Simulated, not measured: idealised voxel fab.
This section sets out a process module, namely voxel wiring stack.
260 nm wide, 5 nm square cells: that's cross-section cut.
For the purposes of this document, a cross-section shall be understood as a grid of square cells, specified as bands listed in top-to-bottom order, each band consisting of one or more rows of cells. Top, bottom (nm), then materials left to right with widths (nm); lone material tagged "throughout" fills the whole band edge to edge; "air" = empty space. Heads up on the height convention: 0 is the point under which the incoming wafer is all one material, and the lowest band has no bottom, it just keeps going down, like "0 -> down". Top row gets the first number, bottom row gets the second, and each row in between changes by the same step: that is how a band width like "30 to 40" works. "stayed the same" means the step left every cell of the cross-section as it was. In "Fully sealed cavities" the enclosed voids are listed, meaning empty spaces of 8 cells or larger without any opening to the top. The form is width x height at distance, distance from the left edge, units nm. What comes after the settings on a step's line is commentary from the simulator itself on that step. Regarding "overlay nm": on a step with a mask, it is the distance the mask lay to the right of its planned place; a negative value places it to the left.

**plan**
1 RECEIVE (material Si)
2 CONFORMAL_DEP (material SiO2; thk nm 15)
3 DIRECTIONAL_DEP (material TiN; thk nm 5)
4 DIRECTIONAL_DEP (material W; thk nm 20)
5 PATTERN (tone cover; mask id METAL_1; material resist; width nm 20; pitch nm 45; thk nm 15; overlay nm 0)
6 DIRECTIONAL_ETCH (etch materials W; depth nm 20)
7 DIRECTIONAL_ETCH (etch materials TiN; depth nm 5)
8 STRIP (etch materials resist)
9 FILL_DEP (material SiO2; thk nm 10)
10 CMP (height nm 40)
11 CONFORMAL_DEP (material SiCN; thk nm 5)
12 DIRECTIONAL_DEP (material lowk; thk nm 30)
13 DIRECTIONAL_DEP (material aC; thk nm 10)
14 PATTERN (tone open; mask id METAL_2_HOLES; material resist; width nm 15; pitch nm 90; thk nm 30; overlay nm 0)
15 DIRECTIONAL_ETCH (etch materials aC; depth nm 10)
16 STRIP (etch materials resist)
17 DIRECTIONAL_ETCH (etch materials lowk; depth nm 30)
18 STRIP (etch materials aC)
19 PATTERN (tone open; mask id METAL_2; material resist; width nm 20; pitch nm 45; thk nm 15; overlay nm 0)
20 DIRECTIONAL_ETCH (etch materials lowk; depth nm 20)
21 DIRECTIONAL_ETCH (etch materials SiCN; depth nm 5)
22 STRIP (etch materials resist)
23 CONFORMAL_DEP (material TiN; thk nm 5)
24 FILL_DEP (material Ru; thk nm 5)
25 CMP (height nm 75)
26 CONFORMAL_DEP (material SiCN; thk nm 5)
27 DIRECTIONAL_DEP (material lowk; thk nm 10)
28 DIRECTIONAL_DEP (material aC; thk nm 15)
29 PATTERN (tone open; mask id PLUG_2; material resist; width nm 15; pitch nm 45; thk nm 30; overlay nm 0)
30 DIRECTIONAL_ETCH (etch materials aC; depth nm 15)
31 STRIP (etch materials resist)
32 DIRECTIONAL_ETCH (etch materials lowk; depth nm 10)
33 DIRECTIONAL_ETCH (etch materials SiCN; depth nm 5)
34 STRIP (etch materials aC)
35 CONFORMAL_DEP (material TiN; thk nm 5)
36 FILL_DEP (material Ru; thk nm 10)
37 CMP (height nm 90)
38 DIRECTIONAL_DEP (material TiN; thk nm 5)
39 DIRECTIONAL_DEP (material W; thk nm 15)
40 PATTERN (tone cover; mask id METAL_3; material resist; width nm 20; pitch nm 45; thk nm 15; overlay nm 0)
41 DIRECTIONAL_ETCH (etch materials W; depth nm 15)
42 DIRECTIONAL_ETCH (etch materials TiN; depth nm 5)
43 STRIP (etch materials resist)
44 FILL_DEP (material lowk; thk nm 5)
45 CMP (height nm 110)
46 CONFORMAL_DEP (material SiN; thk nm 5)

**Cross-sectional view of the wafer in its as-received condition, corresponding to the state after step 1**
* 0 -> down = Si throughout
* Fully sealed cavities: none

**Cross-section, end of module. Start: as above. Plan: as above. Execution: one mistake**
* 115 -> 110 = SiN throughout
* 110 -> 95 = lowk: 50; W: 20; lowk: 25; W: 20; lowk: 25; W: 20; lowk: 25; W: 20; lowk: 55
* 95 -> 90 = lowk: 50; TiN: 20; lowk: 25; TiN: 20; lowk: 25; TiN: 20; lowk: 25; TiN: 20; lowk: 55
* 90 -> 80 = lowk: 50; TiN: 5; Ru: 5; TiN: 5; lowk: 30; TiN: 5; Ru: 5; TiN: 5; lowk: 30; TiN: 5; Ru: 5; TiN: 5; lowk: 30; TiN: 5; Ru: 5; TiN: 5; lowk: 60
* 80 -> 75 = SiCN: 50; TiN: 15; SiCN: 30; TiN: 15; SiCN: 30; TiN: 15; SiCN: 30; TiN: 15; SiCN: 60
* 75 -> 60 = lowk: 50; TiN: 5; Ru: 10; TiN: 5; lowk: 25; TiN: 5; Ru: 10; TiN: 5; lowk: 25; TiN: 5; Ru: 10; TiN: 5; lowk: 25; TiN: 5; Ru: 10; TiN: 5; lowk: 55
* 60 -> 55 = lowk: 50; TiN: 5; Ru: 5; TiN: 10; lowk: 25; TiN: 20; lowk: 25; TiN: 5; Ru: 5; TiN: 10; lowk: 25; TiN: 20; lowk: 55
* 55 -> 45 = lowk: 50; TiN: 5; Ru: 5; TiN: 5; lowk: 75; TiN: 5; Ru: 5; TiN: 5; lowk: 105
* 45 -> 40 = SiCN: 50; TiN: 15; SiCN: 75; TiN: 15; SiCN: 105
* 40 -> 35 = SiO2 throughout
* 35 -> 15 = SiO2: 50; W: 20; SiO2: 25; W: 20; SiO2: 25; W: 20; SiO2: 25; W: 20; SiO2: 55
* 15 -> 0 = SiO2 throughout
* 0 -> down = Si throughout
* Fully sealed cavities: none
The plan and the run diverged here: plan step 3: skipped, not run
